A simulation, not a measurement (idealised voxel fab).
Presented below is a process module, voxel transistor to metal.
In the cross-section labelled cut, the width is 275 nm and each square cell is 5 nm.
A cross-section is written here as square cells arranged in a grid, and it is given in bands from the top down, each band taking up one or more rows of cells.
Band: top and bottom heights (nm) first, top before bottom; then materials from left to right, widths in nm. "full width" marks a sole material filling the band edge to edge. "blank" denotes empty space.
All heights in this document are referenced to 0, defined as the level beneath which the wafer, as received, consists entirely of one material. The lowest band is not bounded below; it extends indefinitely downward and is written in the form "from 0 down".
A width such as "30..40" changes by the same amount from each row of cells to the next, from the band's top row to its bottom row.
"no modification" (step): cross-section cells unchanged, all of them.
"Closed void roster" - sealed voids, min. 8 cells, no opening to top; format: width x height at distance (distance from left edge; nm throughout).
Text after the settings on a step's line: the simulator's own remark on that step.
"overlay nm" answers the question of how far to the right of plan the mask lay on a step that has a mask, and when it is negative the answer is to the left.

The steps planned for the process are as follows:
| 1 | RECEIVE with material Si |
| 2 | OXIDIZE with depth nm 5 |
| 3 | CONFORMAL_DEP with material SiN, thk nm 15 |
| 4 | PATTERN with tone cover, mask id ACTIVE, material resist, width nm 100, pitch nm 125, thk nm 15, overlay nm 0 |
| 5 | DIRECTIONAL_ETCH with etch materials SiN, depth nm 15 |
| 6 | DIRECTIONAL_ETCH with etch materials SiO2, depth nm 5 |
| 7 | DIRECTIONAL_ETCH with etch materials Si, depth nm 35 |
| 8 | STRIP with etch materials resist |
| 9 | FILL_DEP with material SiO2, thk nm 10 |
| 10 | CMP with height nm 15 |
| 11 | SELECTIVE_ETCH with etch materials SiO2, depth nm 10 |
| 12 | STRIP with etch materials SiN |
| 13 | SELECTIVE_ETCH with etch materials SiO2, depth nm 5 |
| 14 | OXIDIZE with depth nm 5 |
| 15 | DIRECTIONAL_DEP with material polySi, thk nm 30 |
| 16 | DIRECTIONAL_DEP with material SiCN, thk nm 10 |
| 17 | PATTERN with tone cover, mask id GATE, material resist, width nm 20, pitch nm 125, thk nm 15, overlay nm 0 |
| 18 | DIRECTIONAL_ETCH with etch materials SiCN, depth nm 20 |
| 19 | DIRECTIONAL_ETCH with etch materials polySi, depth nm 40 |
| 20 | STRIP with etch materials resist |
| 21 | CONFORMAL_DEP with material SiO2, thk nm 5 |
| 22 | DIRECTIONAL_ETCH with etch materials SiO2, depth nm 5 |
| 23 | CONFORMAL_DEP with material SiN, thk nm 10 |
| 24 | DIRECTIONAL_ETCH with etch materials SiN, depth nm 10 |
| 25 | DIRECTIONAL_ETCH with etch materials SiO2, depth nm 5 |
| 26 | EPI with material pSi, thk nm 5 |
| 27 | FILL_DEP with material SiO2, thk nm 5 |
| 28 | CMP with height nm 35 |
| 29 | DIRECTIONAL_DEP with material SiO2, thk nm 15 |
| 30 | PATTERN with tone open, mask id CONTACT, material resist, width nm 15, thk nm 20, overlay nm 0 |
| 31 | DIRECTIONAL_ETCH with etch materials SiO2, depth nm 55 |
| 32 | STRIP with etch materials resist |
| 33 | CONFORMAL_DEP with material TiN, thk nm 5 |
| 34 | FILL_DEP with material Ru, thk nm 10 |
| 35 | CMP with height nm 50 |
| 36 | CONFORMAL_DEP with material SiN, thk nm 5 |
| 37 | DIRECTIONAL_DEP with material SiO2, thk nm 15 |
| 38 | MASKED_ETCH with tone open, mask id METAL_1, width nm 15, etch materials SiO2, depth nm 15, overlay nm 0 |
| 39 | MASKED_ETCH with tone open, mask id METAL_1, width nm 15, etch materials SiN, depth nm 5, overlay nm 0 |
| 40 | CONFORMAL_DEP with material TiN, thk nm 5 |
| 41 | FILL_DEP with material Cu, thk nm 10 |
| 42 | CMP with height nm 70 |
| 43 | EPI with material Ru, thk nm 5 |
| 44 | FILL_DEP with material SiCN, thk nm 5 |
| 45 | DIRECTIONAL_DEP with material lowk, thk nm 35 |
| 46 | DIRECTIONAL_DEP with material aC, thk nm 15 |
| 47 | PATTERN with tone open, mask id METAL_2, material resist, width nm 15, pitch nm 125, thk nm 35, overlay nm 0 |
| 48 | DIRECTIONAL_ETCH with etch materials aC, depth nm 15 |
| 49 | STRIP with etch materials resist |
| 50 | DIRECTIONAL_ETCH with etch materials lowk, depth nm 20 |
| 51 | STRIP with etch materials aC |
| 52 | PATTERN with tone open, mask id METAL_2_HOLES, material resist, width nm 15, pitch nm 125, thk nm 15, overlay nm 0 |
| 53 | DIRECTIONAL_ETCH with etch materials lowk, depth nm 15 |
| 54 | DIRECTIONAL_ETCH with etch materials SiCN, depth nm 5 |
| 55 | STRIP with etch materials resist |
| 56 | CONFORMAL_DEP with material TiN, thk nm 5 |
| 57 | FILL_DEP with material Cu, thk nm 5 |
| 58 | CMP with height nm 115 |
| 59 | CONFORMAL_DEP with material SiN, thk nm 5 |

Cross-section: wafer on arrival = after step 1:
> from 0 down = Si full width
> Closed void roster: none

Look at the cross-section after the module: the wafer started out the way shown above and the plan was the one shown above, yet one mistake was made along the way:
> from 120 to 115 = SiN full width
> from 115 to 80 = lowk 30, TiN 5, Cu 5, TiN 5, lowk 110, TiN 5, Cu 5, TiN 5, lowk 105
> from 80 to 75 = SiCN 30, TiN 15, SiCN 110, TiN 15, SiCN 105
> from 75 to 70 = SiCN 25, Ru 25, SiCN 50, Ru 25, SiCN 25, Ru 25, SiCN 50, Ru 25, SiCN 25
> from 70 to 55 = SiO2 30, TiN 5, Cu 5, TiN 5, SiO2 60, TiN 5, Cu 5, TiN 5, SiO2 35, TiN 5, Cu 5, TiN 5, SiO2 60, TiN 5, Cu 5, TiN 5, SiO2 30
> from 55 to 50 = SiN 30, TiN 15, SiN 60, TiN 15, SiN 35, TiN 15, SiN 60, TiN 15, SiN 30
> from 50 to 35 = SiO2 30, TiN 5, Ru 5, TiN 5, SiO2 60, TiN 5, Ru 5, TiN 5, SiO2 35, TiN 5, Ru 5, TiN 5, SiO2 60, TiN 5, Ru 5, TiN 5, SiO2 30
> from 35 to 25 = SiO2 30, TiN 5, Ru 5, TiN 5, SiO2 5, SiN 10, SiO2 5, SiCN 20, SiO2 5, SiN 10, SiO2 5, TiN 5, Ru 5, TiN 5, SiO2 35, TiN 5, Ru 5, TiN 5, SiO2 5, SiN 10, SiO2 5, SiCN 20, SiO2 5, SiN 10, SiO2 5, TiN 5, Ru 5, TiN 5, SiO2 30
> from 25 to 5 = SiO2 30, TiN 5, Ru 5, TiN 5, SiO2 5, SiN 10, SiO2 5, polySi 20, SiO2 5, SiN 10, SiO2 5, TiN 5, Ru 5, TiN 5, SiO2 35, TiN 5, Ru 5, TiN 5, SiO2 5, SiN 10, SiO2 5, polySi 20, SiO2 5, SiN 10, SiO2 5, TiN 5, Ru 5, TiN 5, SiO2 30
> from 5 to 0 = SiO2 30, TiN 15, SiO2 5, SiN 10, SiO2 5, polySi 20, SiO2 5, SiN 10, SiO2 5, TiN 15, SiO2 35, TiN 15, SiO2 5, SiN 10, SiO2 5, polySi 20, SiO2 5, SiN 10, SiO2 5, TiN 15, SiO2 30
> from 0 to -5 = SiO2 25, SiN 10, TiN 10, SiO2 5, SiN 10, SiO2 5, polySi 20, SiO2 5, SiN 10, SiO2 5, TiN 10, SiN 10, SiO2 25, SiN 10, TiN 10, SiO2 5, SiN 10, SiO2 5, polySi 20, SiO2 5, SiN 10, SiO2 5, TiN 10, SiN 10, SiO2 25
> from -5 to -10 = SiO2 35, pSi 15, SiO2 50, pSi 15, SiO2 45, pSi 15, SiO2 50, pSi 15, SiO2 35
> from -10 to -50 = SiO2 25, Si 100, SiO2 25, Si 100, SiO2 25
> from -50 down = Si full width
> Closed void roster: none
Nonconformance to the process plan: rather than as planned, step 7 actually ran as DIRECTIONAL_ETCH with etch materials Si, depth nm 45
